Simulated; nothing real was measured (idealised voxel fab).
The process module presented herein is designated voxel gate over fins.
We display cut, a cross-section 270 nm in width whose square cells are each 5 nm.
Bands, listed from the top down, are how a cross-section gets written in this document; the cross-section itself is a grid of square cells, and a band is one or more rows of them. Per band: top height and bottom height in nm, followed by the left-to-right materials and their widths in nm; "throughout" marks a single material spanning edge to edge, "air" marks empty space. Basically, 0 is our baseline, since under it the wafer straight out of the box is all one material. The bottom band has no lower end and keeps on going down, so it looks like "top 0, no bottom". The two numbers in a width such as "30->40" mark its ends across the band: the first belongs to the top row of cells, the second to the bottom row, and from each row to the next the width moves by the same amount. Reading "stayed the same" for a step: not a cell of the cross-section changed in it. The label "Enclosed void entries" introduces a list of the empty spaces, 8 cells or larger, that have no open way up to the top; each entry in it reads width x height at distance, where the distance is taken from the left edge and all three are stated in nm. It should be noted that, on the line of a given step, the content following the step's settings is a remark produced by the simulator itself with respect to that step. overlay nm: mask offset rightward from planned place, masked step; negative means leftward offset.

Process steps - plan:
1 RECEIVE with material Si
2 CONFORMAL_DEP with material SiN, thk nm 5
3 PATTERN with tone cover, mask id FINS, material resist, width nm 15, pitch nm 40, thk nm 15, overlay nm 0
4 DIRECTIONAL_ETCH with etch materials SiN, depth nm 5
5 DIRECTIONAL_ETCH with etch materials Si, depth nm 35
6 STRIP with etch materials resist
7 OXIDIZE with depth nm 5
8 FILL_DEP with material SiO2, thk nm 15
9 CMP with height nm 5
10 SELECTIVE_ETCH with etch materials SiO2, depth nm 15
11 STRIP with etch materials SiN
12 CONFORMAL_DEP with material HfO2, thk nm 5
13 CONFORMAL_DEP with material TiN, thk nm 5
14 CONFORMAL_DEP with material TiAl, thk nm 5
15 CONFORMAL_DEP with material TiN, thk nm 5
16 FILL_DEP with material W, thk nm 15
17 CMP with height nm 30
18 CONFORMAL_DEP with material SiN, thk nm 10
The wafers in this document start out alike and differ in the width nm applied at step 3; the plan shows the value used for the first wafer.

Cross-section, first of several wafers, as delivered after step 1:
top 0, no bottom  Si throughout
Enclosed void entries: none

Heads up, this table goes wafer by wafer. A row tells you, at the end of the module, how many cells of each material that wafer has put on (+) or dropped (-) since it was received, and then its closed voids:
width nm 15; +66 HfO2; -408 Si; +108 SiN; +306 SiO2; +66 TiAl; +128 TiN; +166 W; Enclosed void entries: none
width nm 20; +66 HfO2; -384 Si; +108 SiN; +288 SiO2; +66 TiAl; +124 TiN; +164 W; Enclosed void entries: none
width nm 25; +66 HfO2; -360 Si; +108 SiN; +270 SiO2; +62 TiAl; +124 TiN; +162 W; Enclosed void entries: none
